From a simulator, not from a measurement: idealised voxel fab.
Documented hereafter: the process module known as voxel self aligned vias.
FYI the section here is cut, 170 nm wide, cells are 5 nm squares.
This document writes a cross-section as a grid whose cells are square, and gives it as bands, listed from the top down; one or more rows of cells form a band.
In this notation a band is specified by the heights of its top and bottom, in that order and in nm, after which its materials appear from left to right, each paired with its width in nm. The word "throughout" attached to a single material means that material fills the band from edge to edge; the word "blank" stands for empty space.
Where do heights start? At 0: under that level the wafer as delivered is made of one material only. And the lowest band has no floor; it just carries on downward, as in "0..down".
Think of "30->40" as a width that walks from the first number to the second as you go down the band, top row to bottom row, taking equal-sized steps from row to row.
For the purposes of this document, the phrase "no alterations made" attached to a step denotes that no cell within the cross-section was modified by that step.
Any empty space of 8 cells or more lacking an open way to the top shows up in "Enclosed void catalog" as width x height at distance, distance from the left edge, in nm.
It should be noted that, on the line of a given step, the content following the step's settings is a remark produced by the simulator itself with respect to that step.
Regarding "overlay nm": on a step with a mask, it is the distance the mask lay to the right of its planned place; a negative value places it to the left.

THIS SECTION LISTS THE PROCESS STEPS THAT WERE PLANNED
1: RECEIVE: material Si
2: CONFORMAL_DEP: material SiO2, thk nm 15
3: CONFORMAL_DEP: material SiCN, thk nm 5
4: DIRECTIONAL_DEP: material lowk, thk nm 30
5: PATTERN: tone open, mask id LINES, material resist, width nm 25, pitch nm 50, thk nm 20, overlay nm 0
6: DIRECTIONAL_ETCH: etch materials lowk, depth nm 30
7: STRIP: etch materials resist
8: CONFORMAL_DEP: material TiN, thk nm 5
9: FILL_DEP: material W, thk nm 5
10: CMP: height nm 50
11: SELECTIVE_ETCH: etch materials W Ru TiN, depth nm 5
12: FILL_DEP: material SiN, thk nm 5
13: CMP: height nm 50
14: DIRECTIONAL_DEP: material lowk, thk nm 15
15: MASKED_ETCH: tone open, mask id VIAS, width nm 35, pitch nm 100, etch materials lowk, depth nm 15, overlay nm 0
16: MASKED_ETCH: tone open, mask id VIAS, width nm 35, pitch nm 100, etch materials SiN, depth nm 5, overlay nm 0
17: CONFORMAL_DEP: material TiN, thk nm 5
18: FILL_DEP: material W, thk nm 10
19: CMP: height nm 65
20: CONFORMAL_DEP: material SiN, thk nm 5

STEP 1 COMPLETE: CROSS-SECTION OF THE WAFER AS RECEIVED
* 0..down | Si throughout
* Enclosed void catalog: none

WAFER AT MODULE END, IN SECTION. BEGAN AS ABOVE, PLANNED AS ABOVE, RUN WITH ONE MISTAKE
* 70..65 | SiN throughout
* 65..50 | TiN throughout
* 50..45 | lowk (20) / SiN (25) / lowk (25) / SiN (25) / lowk (25) / SiN (25) / lowk (25)
* 45..25 | lowk (20) / TiN (5) / W (15) / TiN (5) / lowk (25) / TiN (5) / W (15) / TiN (5) / lowk (25) / TiN (5) / W (15) / TiN (5) / lowk (25)
* 25..20 | lowk (20) / TiN (25) / lowk (25) / TiN (25) / lowk (25) / TiN (25) / lowk (25)
* 20..15 | SiCN throughout
* 15..0 | SiO2 throughout
* 0..down | Si throughout
* Enclosed void catalog: none
Finding, execution versus plan: step 14 ran as: DIRECTIONAL_DEP: material TiN, thk nm 15
